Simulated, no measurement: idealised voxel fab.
Title: Process Module voxel transistor to metal
The cross-section on display is named cut; it measures 200 nm wide, and its cells are 5 nm squares.
In this document a cross-section is written as a grid of square cells. It is given as a series of bands, listed from the top down, and a band is one or more rows of cells.
The band entry comprises the height of the band's top followed by the height of its bottom, expressed in nm, and subsequently the band's materials from left to right, each stated together with its width in nm. Where a single material is marked with the word "all across", that material fills the band from edge to edge. The word "blank" represents empty space.
Beneath 0, the wafer as received is one material, and that level is where height counting begins. The lowest band goes on downward without a bottom; it is written like "top 0, no bottom".
The width entry "30 to 40" should be interpreted row by row: the top row of cells in the band takes the first number, the bottom row takes the second number, and the change between adjacent rows is uniform throughout.
It should be understood that the words "nothing got changed", when stated for a given step, signify that the cross-section underwent no change in any of its cells during that step.
"Enclosed void entries" enumerates empty spaces isolated from the top, with no open way to it, that contain at least 8 cells, giving each as width x height at distance from the left edge, all three in nm.
Heads up: the bit after the settings on a step's line is the simulator's remark on that step.
When a step includes a mask, the "overlay nm" setting on its line states how far to the right of its planned place that mask lay, and negative values state how far to the left.

-- List of planned process steps
1: RECEIVE, material Si
2: CONFORMAL_DEP, material SiO2, thk nm 5
3: CONFORMAL_DEP, material SiN, thk nm 15
4: DIRECTIONAL_DEP, material aC, thk nm 10
5: PATTERN, tone cover, mask id ACTIVE, material resist, width nm 110, thk nm 25, overlay nm 0
6: DIRECTIONAL_ETCH, etch materials aC, depth nm 10
7: STRIP, etch materials resist
8: DIRECTIONAL_ETCH, etch materials SiN, depth nm 15
9: DIRECTIONAL_ETCH, etch materials SiO2, depth nm 5
10: DIRECTIONAL_ETCH, etch materials Si, depth nm 25
11: STRIP, etch materials aC
12: FILL_DEP, material SiO2, thk nm 10
13: CMP, height nm 20
14: SELECTIVE_ETCH, etch materials SiO2, depth nm 5
15: STRIP, etch materials SiN
16: SELECTIVE_ETCH, etch materials SiO2, depth nm 5
17: OXIDIZE, depth nm 5
18: DIRECTIONAL_DEP, material polySi, thk nm 20
19: DIRECTIONAL_DEP, material SiCN, thk nm 10
20: MASKED_ETCH, tone cover, mask id GATE, width nm 20, etch materials SiCN, depth nm 20, overlay nm 0
21: MASKED_ETCH, tone cover, mask id GATE, width nm 20, etch materials polySi, depth nm 30, overlay nm 0
22: CONFORMAL_DEP, material SiO2, thk nm 5
23: DIRECTIONAL_ETCH, etch materials SiO2, depth nm 5
24: CONFORMAL_DEP, material SiN, thk nm 5
25: DIRECTIONAL_ETCH, etch materials SiN, depth nm 5
26: DIRECTIONAL_ETCH, etch materials SiO2, depth nm 5
27: DIRECTIONAL_ETCH, etch materials Si, depth nm 5
28: EPI, material pSi, thk nm 5
29: FILL_DEP, material SiO2, thk nm 5
30: CMP, height nm 30
31: DIRECTIONAL_DEP, material SiO2, thk nm 15
32: PATTERN, tone open, mask id CONTACT, material resist, width nm 20, pitch nm 80, thk nm 20, overlay nm 0
33: DIRECTIONAL_ETCH, etch materials SiO2, depth nm 50
34: STRIP, etch materials resist
35: CONFORMAL_DEP, material TiN, thk nm 5
36: FILL_DEP, material W, thk nm 10
37: CMP, height nm 45
38: DIRECTIONAL_DEP, material TiN, thk nm 5
39: DIRECTIONAL_DEP, material Ru, thk nm 15
40: MASKED_ETCH, tone cover, mask id METAL_1, width nm 20, pitch nm 80, etch materials Ru, depth nm 15, overlay nm 0
41: MASKED_ETCH, tone cover, mask id METAL_1, width nm 20, pitch nm 80, etch materials TiN, depth nm 5, overlay nm 0
42: FILL_DEP, material lowk, thk nm 10
43: CMP, height nm 65
44: CONFORMAL_DEP, material SiCN, thk nm 5
45: DIRECTIONAL_DEP, material lowk, thk nm 35
46: PATTERN, tone open, mask id METAL_2_HOLES, material resist, width nm 15, pitch nm 80, thk nm 20, overlay nm 0
47: DIRECTIONAL_ETCH, etch materials lowk, depth nm 35
48: STRIP, etch materials resist
49: PATTERN, tone open, mask id METAL_2, material resist, width nm 20, pitch nm 80, thk nm 20, overlay nm 0
50: DIRECTIONAL_ETCH, etch materials lowk, depth nm 20
51: DIRECTIONAL_ETCH, etch materials SiCN, depth nm 5
52: STRIP, etch materials resist
53: CONFORMAL_DEP, material TiN, thk nm 5
54: FILL_DEP, material Ru, thk nm 10
55: CMP, height nm 105
56: CONFORMAL_DEP, material SiCN, thk nm 5

-- Received-state cross-section, reflecting completion of step 1
    top 0, no bottom: Si all across
    Enclosed void entries: none

-- Wafer cross-section at end of module: start and plan as shown above, one execution error
    top 110, bottom 105: SiCN all across
    top 105, bottom 90: 50 lowk, then 5 SiCN, then 10 Ru, then 5 SiCN, then 60 lowk, then 5 SiCN, then 10 Ru, then 5 SiCN, then 50 lowk
    top 90, bottom 85: 50 lowk, then 5 SiCN, then 5 Ru, then 10 SiCN, then 60 lowk, then 5 SiCN, then 5 Ru, then 10 SiCN, then 50 lowk
    top 85, bottom 70: 50 lowk, then 5 SiCN, then 5 Ru, then 5 SiCN, then 65 lowk, then 5 SiCN, then 5 Ru, then 5 SiCN, then 55 lowk
    top 70, bottom 65: SiCN all across
    top 65, bottom 50: 50 lowk, then 20 Ru, then 60 lowk, then 20 Ru, then 50 lowk
    top 50, bottom 45: 50 lowk, then 20 TiN, then 60 lowk, then 20 TiN, then 50 lowk
    top 45, bottom 30: 50 SiO2, then 5 TiN, then 10 W, then 5 TiN, then 60 SiO2, then 5 TiN, then 10 W, then 5 TiN, then 50 SiO2
    top 30, bottom 20: 50 SiO2, then 5 TiN, then 10 W, then 5 TiN, then 10 SiO2, then 5 SiN, then 5 SiO2, then 20 SiCN, then 5 SiO2, then 5 SiN, then 10 SiO2, then 5 TiN, then 10 W, then 5 TiN, then 50 SiO2
    top 20, bottom 10: 50 SiO2, then 5 TiN, then 10 W, then 5 TiN, then 10 SiO2, then 5 SiN, then 5 SiO2, then 20 polySi, then 5 SiO2, then 5 SiN, then 10 SiO2, then 5 TiN, then 10 W, then 5 TiN, then 50 SiO2
    top 10, bottom 0: 45 SiO2, then 5 SiN, then 5 to 10 TiN, then 10 to 5 W, then 5 TiN, then 10 SiO2, then 5 SiN, then 5 SiO2, then 20 polySi, then 5 SiO2, then 5 SiN, then 10 SiO2, then 5 TiN, then 10 to 5 W, then 5 to 10 TiN, then 5 SiN, then 45 SiO2
    top 0, bottom -5: 50 SiO2, then 5 pSi, then 15 TiN, then 5 SiO2, then 5 pSi, then 40 SiO2, then 5 pSi, then 5 SiO2, then 15 TiN, then 5 pSi, then 50 SiO2
    top -5, bottom -10: 45 SiO2, then 5 Si, then 30 pSi, then 40 Si, then 30 pSi, then 5 Si, then 45 SiO2
    top -10, bottom -25: 45 SiO2, then 110 Si, then 45 SiO2
    top -25, no bottom: Si all across
    Enclosed void entries: none
Heads up, the wafer didn't run the way we planned it: heads up, step 53 didn't go per plan, it actually ran as CONFORMAL_DEP, material SiCN, thk nm 5
